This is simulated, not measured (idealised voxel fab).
Herein follows the process module entitled voxel self aligned vias.
In the cross-section labelled cut, the width is 180 nm and each square cell is 5 nm.
Each cross-section below is a grid of square cells, stated as bands in top-down order, with one or more rows of cells making up each band. In this notation a band is specified by the heights of its top and bottom, in that order and in nm, after which its materials appear from left to right, each paired with its width in nm. The word "throughout" attached to a single material means that material fills the band from edge to edge; the word "blank" stands for empty space. Heads up on the height convention: 0 is the point under which the incoming wafer is all one material, and the lowest band has no bottom, it just keeps going down, like "0 -> down". Note: "30..40" means the width goes from the first number (top row of the band) to the second number (bottom row) in equal steps per row of cells. "no alteration" means the step left every cell of the cross-section as it was. What "Closed cavity list" gives you is every empty space of 8 cells or more that is cut off from the top. Each appears as width x height at distance, with the distance taken from the left edge and width, height and distance all in nm. Where a step's line continues beyond its settings, the continuation is a remark by the simulator itself on that step. Regarding "overlay nm": on a step with a mask, it is the distance the mask lay to the right of its planned place; a negative value places it to the left.

Steps in the process plan
1 RECEIVE,material Si
2 CONFORMAL_DEP,material SiO2,thk nm 15
3 CONFORMAL_DEP,material SiCN,thk nm 5
4 DIRECTIONAL_DEP,material lowk,thk nm 25
5 DIRECTIONAL_DEP,material aC,thk nm 10
6 PATTERN,tone open,mask id LINES,material resist,width nm 20,pitch nm 55,thk nm 25,overlay nm 0
7 DIRECTIONAL_ETCH,etch materials aC,depth nm 10
8 STRIP,etch materials resist
9 DIRECTIONAL_ETCH,etch materials lowk,depth nm 25
10 STRIP,etch materials aC
11 CONFORMAL_DEP,material TiN,thk nm 5
12 FILL_DEP,material Ru,thk nm 5
13 CMP,height nm 45
14 SELECTIVE_ETCH,etch materials W Ru TiN,depth nm 5
15 FILL_DEP,material SiN,thk nm 10
16 CMP,height nm 45
17 DIRECTIONAL_DEP,material lowk,thk nm 15
18 PATTERN,tone open,mask id VIAS,material resist,width nm 40,pitch nm 55,thk nm 15,overlay nm 0
19 DIRECTIONAL_ETCH,etch materials lowk,depth nm 15
20 DIRECTIONAL_ETCH,etch materials SiN,depth nm 5
21 STRIP,etch materials resist
22 CONFORMAL_DEP,material TiN,thk nm 5
23 FILL_DEP,material W,thk nm 10
24 CMP,height nm 60
25 CONFORMAL_DEP,material SiN,thk nm 5

First of two wafers - as planned

Here's what the wafer looked like in cross-section when it arrived - that's after step 1
  0 -> down  Si throughout
  Closed cavity list: none

Step 2 complete: cross-section through the wafer
  15 -> 0  SiO2 throughout
  Beneath the level 0, the cross-section is identical to its previous state.

Step 3 complete: cross-section through the wafer
  20 -> 15  SiCN throughout
  Beneath the level 15, the cross-section is identical to its previous state.

Step 4 complete: cross-section through the wafer
  45 -> 20  lowk throughout
  Beneath the level 20, the cross-section is identical to its previous state.

Step 5 complete: cross-section through the wafer
  55 -> 45  aC throughout
  Beneath the level 45, the cross-section is identical to its previous state.

Step 6 complete: cross-section through the wafer
  80 -> 55  resist 25 nm; blank 20 nm; resist 35 nm; blank 20 nm; resist 35 nm; blank 20 nm; resist 25 nm
  Beneath the level 55, the cross-section is identical to its previous state.

Step 7 complete: cross-section through the wafer
  70 -> 55  resist 25 nm; blank 20 nm; resist 35 nm; blank 20 nm; resist 35 nm; blank 20 nm; resist 25 nm
  55 -> 45  aC 25 nm; blank 20 nm; aC 35 nm; blank 20 nm; aC 35 nm; blank 20 nm; aC 25 nm
  Beneath the level 45, the cross-section is identical to its previous state.

Step 8 complete: cross-section through the wafer
  55 -> 45  aC 25 nm; blank 20 nm; aC 35 nm; blank 20 nm; aC 35 nm; blank 20 nm; aC 25 nm
  Beneath the level 45, the cross-section is identical to its previous state.

Step 9 complete: cross-section through the wafer
  55 -> 45  aC 25 nm; blank 20 nm; aC 35 nm; blank 20 nm; aC 35 nm; blank 20 nm; aC 25 nm
  45 -> 20  lowk 25 nm; blank 20 nm; lowk 35 nm; blank 20 nm; lowk 35 nm; blank 20 nm; lowk 25 nm
  Beneath the level 20, the cross-section is identical to its previous state.

Step 10 complete: cross-section through the wafer
  45 -> 20  lowk 25 nm; blank 20 nm; lowk 35 nm; blank 20 nm; lowk 35 nm; blank 20 nm; lowk 25 nm
  Beneath the level 20, the cross-section is identical to its previous state.

Step 11 complete: cross-section through the wafer
  50 -> 45  TiN 30 nm; blank 10 nm; TiN 45 nm; blank 10 nm; TiN 45 nm; blank 10 nm; TiN 30 nm
  45 -> 25  lowk 25 nm; TiN 5 nm; blank 10 nm; TiN 5 nm; lowk 35 nm; TiN 5 nm; blank 10 nm; TiN 5 nm; lowk 35 nm; TiN 5 nm; blank 10 nm; TiN 5 nm; lowk 25 nm
  25 -> 20  lowk 25 nm; TiN 20 nm; lowk 35 nm; TiN 20 nm; lowk 35 nm; TiN 20 nm; lowk 25 nm
  Beneath the level 20, the cross-section is identical to its previous state.

Step 12 complete: cross-section through the wafer
  55 -> 50  Ru throughout
  50 -> 45  TiN 30 nm; Ru 10 nm; TiN 45 nm; Ru 10 nm; TiN 45 nm; Ru 10 nm; TiN 30 nm
  45 -> 25  lowk 25 nm; TiN 5 nm; Ru 10 nm; TiN 5 nm; lowk 35 nm; TiN 5 nm; Ru 10 nm; TiN 5 nm; lowk 35 nm; TiN 5 nm; Ru 10 nm; TiN 5 nm; lowk 25 nm
  Beneath the level 25, the cross-section is identical to its previous state.

Step 13 complete: cross-section through the wafer
  45 -> 25  lowk 25 nm; TiN 5 nm; Ru 10 nm; TiN 5 nm; lowk 35 nm; TiN 5 nm; Ru 10 nm; TiN 5 nm; lowk 35 nm; TiN 5 nm; Ru 10 nm; TiN 5 nm; lowk 25 nm
  Beneath the level 25, the cross-section is identical to its previous state.

Step 14 complete: cross-section through the wafer
  45 -> 40  lowk 25 nm; blank 20 nm; lowk 35 nm; blank 20 nm; lowk 35 nm; blank 20 nm; lowk 25 nm
  Beneath the level 40, the cross-section is identical to its previous state.

Step 15 complete: cross-section through the wafer
  55 -> 45  SiN throughout
  45 -> 40  lowk 25 nm; SiN 20 nm; lowk 35 nm; SiN 20 nm; lowk 35 nm; SiN 20 nm; lowk 25 nm
  Beneath the level 40, the cross-section is identical to its previous state.

Step 16 complete: cross-section through the wafer
  45 -> 40  lowk 25 nm; SiN 20 nm; lowk 35 nm; SiN 20 nm; lowk 35 nm; SiN 20 nm; lowk 25 nm
  Beneath the level 40, the cross-section is identical to its previous state.

Step 17 complete: cross-section through the wafer
  60 -> 45  lowk throughout
  Beneath the level 45, the cross-section is identical to its previous state.

Step 18 complete: cross-section through the wafer
  75 -> 60  resist 15 nm; blank 40 nm; resist 15 nm; blank 40 nm; resist 15 nm; blank 40 nm; resist 15 nm
  Beneath the level 60, the cross-section is identical to its previous state.

Step 19 complete: cross-section through the wafer
  75 -> 60  resist 15 nm; blank 40 nm; resist 15 nm; blank 40 nm; resist 15 nm; blank 40 nm; resist 15 nm
  60 -> 45  lowk 15 nm; blank 40 nm; lowk 15 nm; blank 40 nm; lowk 15 nm; blank 40 nm; lowk 15 nm
  Beneath the level 45, the cross-section is identical to its previous state.

Step 20 complete: cross-section through the wafer
  75 -> 60  resist 15 nm; blank 40 nm; resist 15 nm; blank 40 nm; resist 15 nm; blank 40 nm; resist 15 nm
  60 -> 45  lowk 15 nm; blank 40 nm; lowk 15 nm; blank 40 nm; lowk 15 nm; blank 40 nm; lowk 15 nm
  45 -> 40  lowk 25 nm; blank 20 nm; lowk 35 nm; blank 20 nm; lowk 35 nm; blank 20 nm; lowk 25 nm
  Beneath the level 40, the cross-section is identical to its previous state.

Step 21 complete: cross-section through the wafer
  60 -> 45  lowk 15 nm; blank 40 nm; lowk 15 nm; blank 40 nm; lowk 15 nm; blank 40 nm; lowk 15 nm
  Beneath the level 45, the cross-section is identical to its previous state.

Step 22 complete: cross-section through the wafer
  65 -> 60  TiN 20 nm; blank 30 nm; TiN 25 nm; blank 30 nm; TiN 25 nm; blank 30 nm; TiN 20 nm
  60 -> 50  lowk 15 nm; TiN 5 nm; blank 30 nm; TiN 5 nm; lowk 15 nm; TiN 5 nm; blank 30 nm; TiN 5 nm; lowk 15 nm; TiN 5 nm; blank 30 nm; TiN 5 nm; lowk 15 nm
  50 -> 45  lowk 15 nm; TiN 15 nm; blank 10 nm; TiN 15 nm; lowk 15 nm; TiN 15 nm; blank 10 nm; TiN 15 nm; lowk 15 nm; TiN 15 nm; blank 10 nm; TiN 15 nm; lowk 15 nm
  45 -> 40  lowk 25 nm; TiN 20 nm; lowk 35 nm; TiN 20 nm; lowk 35 nm; TiN 20 nm; lowk 25 nm
  Beneath the level 40, the cross-section is identical to its previous state.

Step 23 complete: cross-section through the wafer
  75 -> 65  W throughout
  65 -> 60  TiN 20 nm; W 30 nm; TiN 25 nm; W 30 nm; TiN 25 nm; W 30 nm; TiN 20 nm
  60 -> 50  lowk 15 nm; TiN 5 nm; W 30 nm; TiN 5 nm; lowk 15 nm; TiN 5 nm; W 30 nm; TiN 5 nm; lowk 15 nm; TiN 5 nm; W 30 nm; TiN 5 nm; lowk 15 nm
  50 -> 45  lowk 15 nm; TiN 15 nm; W 10 nm; TiN 15 nm; lowk 15 nm; TiN 15 nm; W 10 nm; TiN 15 nm; lowk 15 nm; TiN 15 nm; W 10 nm; TiN 15 nm; lowk 15 nm
  Beneath the level 45, the cross-section is identical to its previous state.

Step 24 complete: cross-section through the wafer
  60 -> 50  lowk 15 nm; TiN 5 nm; W 30 nm; TiN 5 nm; lowk 15 nm; TiN 5 nm; W 30 nm; TiN 5 nm; lowk 15 nm; TiN 5 nm; W 30 nm; TiN 5 nm; lowk 15 nm
  Beneath the level 50, the cross-section is identical to its previous state.

Step 25 complete: cross-section through the wafer
  65 -> 60  SiN throughout
  Beneath the level 60, the cross-section is identical to its previous state.

Now the other wafer: same start, same recipe, but we messed up one thing when running it. Up to and including step 5 it's the same as the first one

Second wafer, cut view, end of step 6 per plan
  80 -> 55  resist 20 nm; blank 20 nm; resist 35 nm; blank 20 nm; resist 35 nm; blank 20 nm; resist 30 nm
  Beneath the level 55, the cross-section is identical to its previous state.

Second wafer, cut view, end of step 7 per plan
  70 -> 55  resist 20 nm; blank 20 nm; resist 35 nm; blank 20 nm; resist 35 nm; blank 20 nm; resist 30 nm
  55 -> 45  aC 20 nm; blank 20 nm; aC 35 nm; blank 20 nm; aC 35 nm; blank 20 nm; aC 30 nm
  Beneath the level 45, the cross-section is identical to its previous state.

Second wafer, cut view, end of step 8 per plan
  55 -> 45  aC 20 nm; blank 20 nm; aC 35 nm; blank 20 nm; aC 35 nm; blank 20 nm; aC 30 nm
  Beneath the level 45, the cross-section is identical to its previous state.

Second wafer, cut view, end of step 9 per plan
  55 -> 45  aC 20 nm; blank 20 nm; aC 35 nm; blank 20 nm; aC 35 nm; blank 20 nm; aC 30 nm
  45 -> 20  lowk 20 nm; blank 20 nm; lowk 35 nm; blank 20 nm; lowk 35 nm; blank 20 nm; lowk 30 nm
  Beneath the level 20, the cross-section is identical to its previous state.

Second wafer, cut view, end of step 10 per plan
  45 -> 20  lowk 20 nm; blank 20 nm; lowk 35 nm; blank 20 nm; lowk 35 nm; blank 20 nm; lowk 30 nm
  Beneath the level 20, the cross-section is identical to its previous state.

Second wafer, cut view, end of step 11 per plan
  50 -> 45  TiN 25 nm; blank 10 nm; TiN 45 nm; blank 10 nm; TiN 45 nm; blank 10 nm; TiN 35 nm
  45 -> 25  lowk 20 nm; TiN 5 nm; blank 10 nm; TiN 5 nm; lowk 35 nm; TiN 5 nm; blank 10 nm; TiN 5 nm; lowk 35 nm; TiN 5 nm; blank 10 nm; TiN 5 nm; lowk 30 nm
  25 -> 20  lowk 20 nm; TiN 20 nm; lowk 35 nm; TiN 20 nm; lowk 35 nm; TiN 20 nm; lowk 30 nm
  Beneath the level 20, the cross-section is identical to its previous state.

Second wafer, cut view, end of step 12 per plan
  55 -> 50  Ru throughout
  50 -> 45  TiN 25 nm; Ru 10 nm; TiN 45 nm; Ru 10 nm; TiN 45 nm; Ru 10 nm; TiN 35 nm
  45 -> 25  lowk 20 nm; TiN 5 nm; Ru 10 nm; TiN 5 nm; lowk 35 nm; TiN 5 nm; Ru 10 nm; TiN 5 nm; lowk 35 nm; TiN 5 nm; Ru 10 nm; TiN 5 nm; lowk 30 nm
  Beneath the level 25, the cross-section is identical to its previous state.

Second wafer, cut view, end of step 13 per plan
  45 -> 25  lowk 20 nm; TiN 5 nm; Ru 10 nm; TiN 5 nm; lowk 35 nm; TiN 5 nm; Ru 10 nm; TiN 5 nm; lowk 35 nm; TiN 5 nm; Ru 10 nm; TiN 5 nm; lowk 30 nm
  Beneath the level 25, the cross-section is identical to its previous state.

Second wafer, cut view, end of step 14 per plan
  45 -> 40  lowk 20 nm; blank 20 nm; lowk 35 nm; blank 20 nm; lowk 35 nm; blank 20 nm; lowk 30 nm
  Beneath the level 40, the cross-section is identical to its previous state.

Second wafer, cut view, end of step 15 per plan
  55 -> 45  SiN throughout
  45 -> 40  lowk 20 nm; SiN 20 nm; lowk 35 nm; SiN 20 nm; lowk 35 nm; SiN 20 nm; lowk 30 nm
  Beneath the level 40, the cross-section is identical to its previous state.

Second wafer, cut view, end of step 16 per plan
  45 -> 40  lowk 20 nm; SiN 20 nm; lowk 35 nm; SiN 20 nm; lowk 35 nm; SiN 20 nm; lowk 30 nm
  Beneath the level 40, the cross-section is identical to its previous state.

Second wafer, cut view, end of step 17 per plan
  60 -> 45  lowk throughout
  Beneath the level 45, the cross-section is identical to its previous state.

Second wafer, cut view, end of step 18 per plan
  75 -> 60  resist 15 nm; blank 40 nm; resist 15 nm; blank 40 nm; resist 15 nm; blank 40 nm; resist 15 nm
  Beneath the level 60, the cross-section is identical to its previous state.

Second wafer, cut view, end of step 19 per plan
  75 -> 60  resist 15 nm; blank 40 nm; resist 15 nm; blank 40 nm; resist 15 nm; blank 40 nm; resist 15 nm
  60 -> 45  lowk 15 nm; blank 40 nm; lowk 15 nm; blank 40 nm; lowk 15 nm; blank 40 nm; lowk 15 nm
  Beneath the level 45, the cross-section is identical to its previous state.

Second wafer, cut view, end of step 20 per plan
  75 -> 60  resist 15 nm; blank 40 nm; resist 15 nm; blank 40 nm; resist 15 nm; blank 40 nm; resist 15 nm
  60 -> 45  lowk 15 nm; blank 40 nm; lowk 15 nm; blank 40 nm; lowk 15 nm; blank 40 nm; lowk 15 nm
  45 -> 40  lowk 20 nm; blank 20 nm; lowk 35 nm; blank 20 nm; lowk 35 nm; blank 20 nm; lowk 30 nm
  Beneath the level 40, the cross-section is identical to its previous state.

Second wafer, cut view, end of step 21 per plan
  60 -> 45  lowk 15 nm; blank 40 nm; lowk 15 nm; blank 40 nm; lowk 15 nm; blank 40 nm; lowk 15 nm
  Beneath the level 45, the cross-section is identical to its previous state.

Second wafer, cut view, end of step 22 per plan
  65 -> 60  TiN 20 nm; blank 30 nm; TiN 25 nm; blank 30 nm; TiN 25 nm; blank 30 nm; TiN 20 nm
  60 -> 50  lowk 15 nm; TiN 5 nm; blank 30 nm; TiN 5 nm; lowk 15 nm; TiN 5 nm; blank 30 nm; TiN 5 nm; lowk 15 nm; TiN 5 nm; blank 30 nm; TiN 5 nm; lowk 15 nm
  50 -> 45  lowk 15 nm; TiN 10 nm; blank 10 nm; TiN 20 nm; lowk 15 nm; TiN 10 nm; blank 10 nm; TiN 20 nm; lowk 15 nm; TiN 10 nm; blank 10 nm; TiN 20 nm; lowk 15 nm
  45 -> 40  lowk 20 nm; TiN 20 nm; lowk 35 nm; TiN 20 nm; lowk 35 nm; TiN 20 nm; lowk 30 nm
  Beneath the level 40, the cross-section is identical to its previous state.

Second wafer, cut view, end of step 23 per plan
  75 -> 65  W throughout
  65 -> 60  TiN 20 nm; W 30 nm; TiN 25 nm; W 30 nm; TiN 25 nm; W 30 nm; TiN 20 nm
  60 -> 50  lowk 15 nm; TiN 5 nm; W 30 nm; TiN 5 nm; lowk 15 nm; TiN 5 nm; W 30 nm; TiN 5 nm; lowk 15 nm; TiN 5 nm; W 30 nm; TiN 5 nm; lowk 15 nm
  50 -> 45  lowk 15 nm; TiN 10 nm; W 10 nm; TiN 20 nm; lowk 15 nm; TiN 10 nm; W 10 nm; TiN 20 nm; lowk 15 nm; TiN 10 nm; W 10 nm; TiN 20 nm; lowk 15 nm
  Beneath the level 45, the cross-section is identical to its previous state.

Second wafer, cut view, end of step 24 per plan
  60 -> 50  lowk 15 nm; TiN 5 nm; W 30 nm; TiN 5 nm; lowk 15 nm; TiN 5 nm; W 30 nm; TiN 5 nm; lowk 15 nm; TiN 5 nm; W 30 nm; TiN 5 nm; lowk 15 nm
  Beneath the level 50, the cross-section is identical to its previous state.

Second wafer, cut view, end of step 25 per plan
  65 -> 60  SiN throughout
  Beneath the level 60, the cross-section is identical to its previous state.
Here's what went sideways: it should be noted that step 6 was executed with settings other than those planned, the operation and settings actually applied being PATTERN,tone open,mask id LINES,material resist,width nm 20,pitch nm 55,thk nm 25,overlay nm -5
Matching per-material cell counts, mismatched positions: that is how the second wafer compares with the first at the end.
